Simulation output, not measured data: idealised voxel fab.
voxel wiring stack: a process module
We display cut, a cross-section 215 nm in width whose square cells are each 5 nm.
Reading order for cross-sections: top band down to bottom band. Underlying form: a grid of square cells. Band size: one or more rows of cells.
For a band, the entry starts with two heights in nm, that of the top and then that of the bottom, and carries on with the band's materials in order from left to right, each alongside its width in nm; the word "full width" beside a single material means it fills the band edge to edge, and "blank" means empty space.
Heights are expressed relative to 0, this being the level below which the as-received wafer comprises one material exclusively. The lowest band is unbounded in the downward direction and is denoted as in "from 0 down".
Read "30..40" as a graded width: first number on top, second number at the bottom, same change between each pair of neighbouring rows.
No cell of the cross-section changed in a step that is given as "no change occurred".
Each empty space that has no open way to the top and spans at least 8 cells appears under "Entrapped voids" as width x height at distance, the distance counted from the left edge, all in nm.
What comes after the settings on a step's line is commentary from the simulator itself on that step.
A step line may carry the setting "overlay nm", which, for steps involving a mask, states the distance by which the mask lay to the right of its intended position; negative values denote displacement to the left.
Here's what the planned process steps look like:
1) RECEIVE: material Si
2) CONFORMAL_DEP: material SiO2, thk nm 15
3) CONFORMAL_DEP: material SiN, thk nm 5
4) DIRECTIONAL_DEP: material lowk, thk nm 15
5) MASKED_ETCH: tone open, mask id METAL_1, width nm 25, pitch nm 45, etch materials lowk, depth nm 15, overlay nm 0
6) MASKED_ETCH: tone open, mask id METAL_1, width nm 25, pitch nm 45, etch materials SiN, depth nm 5, overlay nm 0
7) CONFORMAL_DEP: material TiN, thk nm 5
8) FILL_DEP: material Cu, thk nm 5
9) CMP: height nm 25
10) CONFORMAL_DEP: material SiCN, thk nm 5
11) DIRECTIONAL_DEP: material SiO2, thk nm 25
12) DIRECTIONAL_DEP: material aC, thk nm 10
13) PATTERN: tone open, mask id METAL_2_HOLES, material resist, width nm 15, pitch nm 45, thk nm 25, overlay nm 0
14) DIRECTIONAL_ETCH: etch materials aC, depth nm 10
15) STRIP: etch materials resist
16) DIRECTIONAL_ETCH: etch materials SiO2, depth nm 25
17) STRIP: etch materials aC
18) MASKED_ETCH: tone open, mask id METAL_2, width nm 25, pitch nm 45, etch materials SiO2, depth nm 15, overlay nm 0
19) MASKED_ETCH: tone open, mask id METAL_2, width nm 25, pitch nm 45, etch materials SiCN, depth nm 5, overlay nm 0
20) CONFORMAL_DEP: material TiN, thk nm 5
21) FILL_DEP: material Ru, thk nm 10
22) CMP: height nm 65
23) CONFORMAL_DEP: material SiCN, thk nm 5
24) DIRECTIONAL_DEP: material SiO2, thk nm 15
25) MASKED_ETCH: tone open, mask id PLUG_2, width nm 15, etch materials SiO2, depth nm 15, overlay nm 0
26) MASKED_ETCH: tone open, mask id PLUG_2, width nm 15, etch materials SiCN, depth nm 5, overlay nm 0
27) EPI: material Ru, thk nm 10
28) EPI: material Ru, thk nm 10
29) DIRECTIONAL_DEP: material TiN, thk nm 5
30) DIRECTIONAL_DEP: material Ru, thk nm 20
31) DIRECTIONAL_DEP: material aC, thk nm 10
32) PATTERN: tone cover, mask id METAL_3, material resist, width nm 25, pitch nm 45, thk nm 25, overlay nm 0
33) DIRECTIONAL_ETCH: etch materials aC, depth nm 10
34) STRIP: etch materials resist
35) DIRECTIONAL_ETCH: etch materials Ru, depth nm 20
36) DIRECTIONAL_ETCH: etch materials TiN, depth nm 5
37) STRIP: etch materials aC
38) FILL_DEP: material SiO2, thk nm 5
39) CMP: height nm 110
40) CONFORMAL_DEP: material SiCN, thk nm 5
41) DIRECTIONAL_DEP: material lowk, thk nm 25
42) MASKED_ETCH: tone open, mask id METAL_4, width nm 25, pitch nm 45, etch materials lowk, depth nm 15, overlay nm 0
43) DIRECTIONAL_DEP: material aC, thk nm 15
44) PATTERN: tone open, mask id METAL_4_HOLES, material resist, width nm 15, thk nm 35, overlay nm 0
45) DIRECTIONAL_ETCH: etch materials aC, depth nm 15
46) STRIP: etch materials resist
47) DIRECTIONAL_ETCH: etch materials lowk, depth nm 10
48) DIRECTIONAL_ETCH: etch materials SiCN, depth nm 5
49) STRIP: etch materials aC
50) CONFORMAL_DEP: material TiN, thk nm 5
51) FILL_DEP: material Cu, thk nm 10
52) CMP: height nm 140
53) CONFORMAL_DEP: material SiCN, thk nm 5
Wafer-to-wafer difference: height nm, step 9. Common start. Plan = first wafer's value.
Cross-section of the first of several received wafers, showing its state after step 1:
> from 0 down = Si full width
> Entrapped voids: none
First wafer of several, cross-section, module end, after step 53 (last):
> from 145 to 140 = SiCN full width
> from 140 to 130 = lowk=70, TiN=5, Cu=15, TiN=5, lowk=20, TiN=5, Cu=15, TiN=5, lowk=75
> from 130 to 125 = lowk=70, TiN=5, Cu=5, TiN=15, lowk=20, TiN=25, lowk=75
> from 125 to 115 = lowk=70, TiN=5, Cu=5, TiN=5, lowk=130
> from 115 to 110 = SiCN=70, TiN=15, SiCN=130
> from 110 to 90 = SiO2=70, Ru=25, SiO2=20, Ru=25, SiO2=75
> from 90 to 85 = SiO2=70, TiN=25, SiO2=20, TiN=25, SiO2=75
> from 85 to 70 = SiO2=70, Ru=15, SiO2=130
> from 70 to 65 = SiCN=70, Ru=15, SiCN=130
> from 65 to 60 = Ru full width
> from 60 to 55 = TiN=75, Ru=15, TiN=30, Ru=15, TiN=80
> from 55 to 45 = SiO2=70, TiN=5, Ru=15, TiN=5, SiO2=20, TiN=5, Ru=15, TiN=5, SiO2=75
> from 45 to 40 = SiO2=70, TiN=5, Ru=5, TiN=15, SiO2=20, TiN=5, Ru=5, TiN=15, SiO2=75
> from 40 to 30 = SiO2=70, TiN=5, Ru=5, TiN=5, SiO2=30, TiN=5, Ru=5, TiN=5, SiO2=85
> from 30 to 25 = SiCN=70, TiN=15, SiCN=30, TiN=15, SiCN=85
> from 25 to 20 = lowk=70, TiN=5, Cu=15, TiN=5, lowk=20, TiN=5, Cu=15, TiN=5, lowk=75
> from 20 to 15 = SiN=70, TiN=25, SiN=20, TiN=25, SiN=75
> from 15 to 0 = SiO2 full width
> from 0 down = Si full width
> Entrapped voids: none
Final wafer cross-section at module end:
> from 145 to 140 = SiCN full width
> from 140 to 130 = lowk=70, TiN=5, Cu=15, TiN=5, lowk=20, TiN=5, Cu=15, TiN=5, lowk=75
> from 130 to 125 = lowk=70, TiN=5, Cu=5, TiN=15, lowk=20, TiN=25, lowk=75
> from 125 to 115 = lowk=70, TiN=5, Cu=5, TiN=5, lowk=130
> from 115 to 110 = SiCN=70, TiN=15, SiCN=130
> from 110 to 90 = SiO2=70, Ru=25, SiO2=20, Ru=25, SiO2=75
> from 90 to 85 = SiO2=70, TiN=25, SiO2=20, TiN=25, SiO2=75
> from 85 to 70 = SiO2=70, Ru=15, SiO2=130
> from 70 to 65 = SiCN=70, Ru=15, SiCN=130
> from 65 to 60 = SiO2=70, TiN=5, Ru=5, TiN=15, SiO2=20, TiN=5, Ru=5, TiN=15, SiO2=75
> from 60 to 50 = SiO2=70, TiN=5, Ru=5, TiN=5, SiO2=30, TiN=5, Ru=5, TiN=5, SiO2=85
> from 50 to 45 = SiCN=70, TiN=15, SiCN=30, TiN=15, SiCN=85
> from 45 to 40 = Cu full width
> from 40 to 35 = TiN=75, Cu=15, TiN=30, Cu=15, TiN=80
> from 35 to 20 = lowk=70, TiN=5, Cu=15, TiN=5, lowk=20, TiN=5, Cu=15, TiN=5, lowk=75
> from 20 to 15 = SiN=70, TiN=25, SiN=20, TiN=25, SiN=75
> from 15 to 0 = SiO2 full width
> from 0 down = Si full width
> Entrapped voids: none
Below is a per-wafer table. In it, each row describes the wafer at the end of the module by giving, for each material, the number of cells gained (+) or lost (-) since the wafer was received, and after that the closed voids of the wafer:
height nm 25; +21 Cu; +119 Ru; +160 SiCN; +33 SiN; +587 SiO2; +115 TiN; +212 lowk; Entrapped voids: none
height nm 30; +27 Cu; +76 Ru; +160 SiCN; +33 SiN; +587 SiO2; +119 TiN; +245 lowk; Entrapped voids: none
height nm 35; +33 Cu; +70 Ru; +160 SiCN; +33 SiN; +587 SiO2; +86 TiN; +278 lowk; Entrapped voids: none
height nm 40; +39 Cu; +64 Ru; +160 SiCN; +33 SiN; +554 SiO2; +119 TiN; +278 lowk; Entrapped voids: none
height nm 45; +82 Cu; +58 Ru; +160 SiCN; +33 SiN; +521 SiO2; +115 TiN; +278 lowk; Entrapped voids: none
